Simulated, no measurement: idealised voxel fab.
This is a process module. Its name is voxel ribs on slabs.
Shown is cross-section cut, with a width of 220 nm and square cells of size 5 nm.
How to read a cross-section here: the picture is a grid of square cells, written as bands going from the top down, and any band can span one or more rows of cells. Top height, bottom height, nm. Materials left to right, width each, nm. Single material + "everywhere" = fills band edge to edge. "air" = empty. Ref level 0: as-received wafer is one material below here. Bottom band extends down with no lower bound ("0..down"). So if you see something like "30..40" for the width, read it as the top row of the band sitting at the first number and the bottom row at the second, with every row in between moving by the same amount as the last. "no modifications" for a step: no cell of the cross-section changed in that step. What "Closed internal cavities" gives you is every empty space of 8 cells or more that is cut off from the top. Each appears as width x height at distance, with the distance taken from the left edge and width, height and distance all in nm. On each step's line, the part that comes after the settings is the simulator's own comment on the step. A step's line can hold "overlay nm"; with a mask on that step, the setting says how far right of the planned place the mask lay, while a negative setting says it lay to the left.

So here's the lineup of process steps we planned
1. RECEIVE (material Si)
2. DIRECTIONAL_DEP (material SiO2; thk nm 20)
3. DIRECTIONAL_DEP (material polySi; thk nm 20)
4. PATTERN (tone cover; mask id RIB; material resist; width nm 20; thk nm 20; overlay nm 0)
5. DIRECTIONAL_ETCH (etch materials polySi; depth nm 5)
6. STRIP (etch materials resist)
7. DIRECTIONAL_DEP (material aC; thk nm 10)
8. PATTERN (tone cover; mask id SLAB; material resist; width nm 70; thk nm 30; overlay nm 0)
9. DIRECTIONAL_ETCH (etch materials aC; depth nm 10)
10. STRIP (etch materials resist)
11. DIRECTIONAL_ETCH (etch materials polySi; depth nm 15)
12. STRIP (etch materials aC)
13. FILL_DEP (material SiO2; thk nm 20)
14. CMP (height nm 55)
15. DIRECTIONAL_DEP (material TiN; thk nm 10)
16. PATTERN (tone cover; mask id HEATER; material resist; width nm 30; thk nm 15; overlay nm 0)
17. DIRECTIONAL_ETCH (etch materials TiN; depth nm 10)
18. STRIP (etch materials resist)
19. CONFORMAL_DEP (material SiN; thk nm 5)

Run as planned: first of two wafers

Delivered wafer in cross-section: state after step 1
0..down | Si everywhere
Closed internal cavities: none

The following cross-section depicts the wafer upon completion of step 2
20..0 | SiO2 everywhere
Whatever lies below 0 is exactly as it was before.

The following cross-section depicts the wafer upon completion of step 3
40..20 | polySi everywhere
Whatever lies below 20 is exactly as it was before.

The following cross-section depicts the wafer upon completion of step 4
60..40 | 100 air  20 resist  100 air
Whatever lies below 40 is exactly as it was before.

The following cross-section depicts the wafer upon completion of step 5
60..40 | 100 air  20 resist  100 air
40..35 | 100 air  20 polySi  100 air
Whatever lies below 35 is exactly as it was before.

The following cross-section depicts the wafer upon completion of step 6
40..35 | 100 air  20 polySi  100 air
Whatever lies below 35 is exactly as it was before.

The following cross-section depicts the wafer upon completion of step 7
50..45 | 100 air  20 aC  100 air
45..40 | aC everywhere
40..35 | 100 aC  20 polySi  100 aC
Whatever lies below 35 is exactly as it was before.

The following cross-section depicts the wafer upon completion of step 8
80..50 | 75 air  70 resist  75 air
50..45 | 75 air  25 resist  20 aC  25 resist  75 air
Whatever lies below 45 is exactly as it was before.

The following cross-section depicts the wafer upon completion of step 9
70..50 | 75 air  70 resist  75 air
50..45 | 75 air  25 resist  20 aC  25 resist  75 air
45..40 | 75 air  70 aC  75 air
40..35 | 75 air  25 aC  20 polySi  25 aC  75 air
Whatever lies below 35 is exactly as it was before.

The following cross-section depicts the wafer upon completion of step 10
50..40 | 100..75 air  20..70 aC  100..75 air
Whatever lies below 40 is exactly as it was before.

The following cross-section depicts the wafer upon completion of step 11
50..40 | 100..75 air  20..70 aC  100..75 air
40..35 | 75 air  25 aC  20 polySi  25 aC  75 air
35..20 | 75 air  70 polySi  75 air
Whatever lies below 20 is exactly as it was before.

The following cross-section depicts the wafer upon completion of step 12
40..35 | 100 air  20 polySi  100 air
Whatever lies below 35 is exactly as it was before.

The following cross-section depicts the wafer upon completion of step 13
60..40 | SiO2 everywhere
40..35 | 100 SiO2  20 polySi  100 SiO2
35..20 | 75 SiO2  70 polySi  75 SiO2
Whatever lies below 20 is exactly as it was before.

The following cross-section depicts the wafer upon completion of step 14
55..40 | SiO2 everywhere
Whatever lies below 40 is exactly as it was before.

The following cross-section depicts the wafer upon completion of step 15
65..55 | TiN everywhere
Whatever lies below 55 is exactly as it was before.

The following cross-section depicts the wafer upon completion of step 16
80..65 | 95 air  30 resist  95 air
Whatever lies below 65 is exactly as it was before.

The following cross-section depicts the wafer upon completion of step 17
80..65 | 95 air  30 resist  95 air
65..55 | 95 air  30 TiN  95 air
Whatever lies below 55 is exactly as it was before.

The following cross-section depicts the wafer upon completion of step 18
65..55 | 95 air  30 TiN  95 air
Whatever lies below 55 is exactly as it was before.

The following cross-section depicts the wafer upon completion of step 19
70..65 | 90 air  40 SiN  90 air
65..60 | 90 air  5 SiN  30 TiN  5 SiN  90 air
60..55 | 95 SiN  30 TiN  95 SiN
Whatever lies below 55 is exactly as it was before.

Okay, second wafer. Nothing different at the start, nothing different in the plan, just one mistake somewhere in the running. As far as step 7, counting that step, it's the first wafer all over again

Cross-sectional representation of the second wafer at the time designated in the plan for the completion of step 8
80..50 | 70 air  70 resist  80 air
50..45 | 70 air  30 resist  20 aC  20 resist  80 air
Whatever lies below 45 is exactly as it was before.

Cross-sectional representation of the second wafer at the time designated in the plan for the completion of step 9
70..50 | 70 air  70 resist  80 air
50..45 | 70 air  30 resist  20 aC  20 resist  80 air
45..40 | 70 air  70 aC  80 air
40..35 | 70 air  30 aC  20 polySi  20 aC  80 air
Whatever lies below 35 is exactly as it was before.

Cross-sectional representation of the second wafer at the time designated in the plan for the completion of step 10
50..40 | 100..70 air  20..70 aC  100..80 air
Whatever lies below 40 is exactly as it was before.

Cross-sectional representation of the second wafer at the time designated in the plan for the completion of step 11
50..40 | 100..70 air  20..70 aC  100..80 air
40..35 | 70 air  30 aC  20 polySi  20 aC  80 air
35..20 | 70 air  70 polySi  80 air
Whatever lies below 20 is exactly as it was before.

Cross-sectional representation of the second wafer at the time designated in the plan for the completion of step 12
40..35 | 100 air  20 polySi  100 air
Whatever lies below 35 is exactly as it was before.

Cross-sectional representation of the second wafer at the time designated in the plan for the completion of step 13
60..40 | SiO2 everywhere
40..35 | 100 SiO2  20 polySi  100 SiO2
35..20 | 70 SiO2  70 polySi  80 SiO2
Whatever lies below 20 is exactly as it was before.

Cross-sectional representation of the second wafer at the time designated in the plan for the completion of step 14
55..40 | SiO2 everywhere
Whatever lies below 40 is exactly as it was before.

Cross-sectional representation of the second wafer at the time designated in the plan for the completion of step 15
65..55 | TiN everywhere
Whatever lies below 55 is exactly as it was before.

Cross-sectional representation of the second wafer at the time designated in the plan for the completion of step 16
80..65 | 95 air  30 resist  95 air
Whatever lies below 65 is exactly as it was before.

Cross-sectional representation of the second wafer at the time designated in the plan for the completion of step 17
80..65 | 95 air  30 resist  95 air
65..55 | 95 air  30 TiN  95 air
Whatever lies below 55 is exactly as it was before.

Cross-sectional representation of the second wafer at the time designated in the plan for the completion of step 18
65..55 | 95 air  30 TiN  95 air
Whatever lies below 55 is exactly as it was before.

Cross-sectional representation of the second wafer at the time designated in the plan for the completion of step 19
70..65 | 90 air  40 SiN  90 air
65..60 | 90 air  5 SiN  30 TiN  5 SiN  90 air
60..55 | 95 SiN  30 TiN  95 SiN
Whatever lies below 55 is exactly as it was before.
Run error: in deviation from the planned setting, step 8 was conducted as PATTERN (tone cover; mask id SLAB; material resist; width nm 70; thk nm 30; overlay nm -5)
At the end, the second wafer has the same number of cells of each material as the first, but those cells sit in other places.
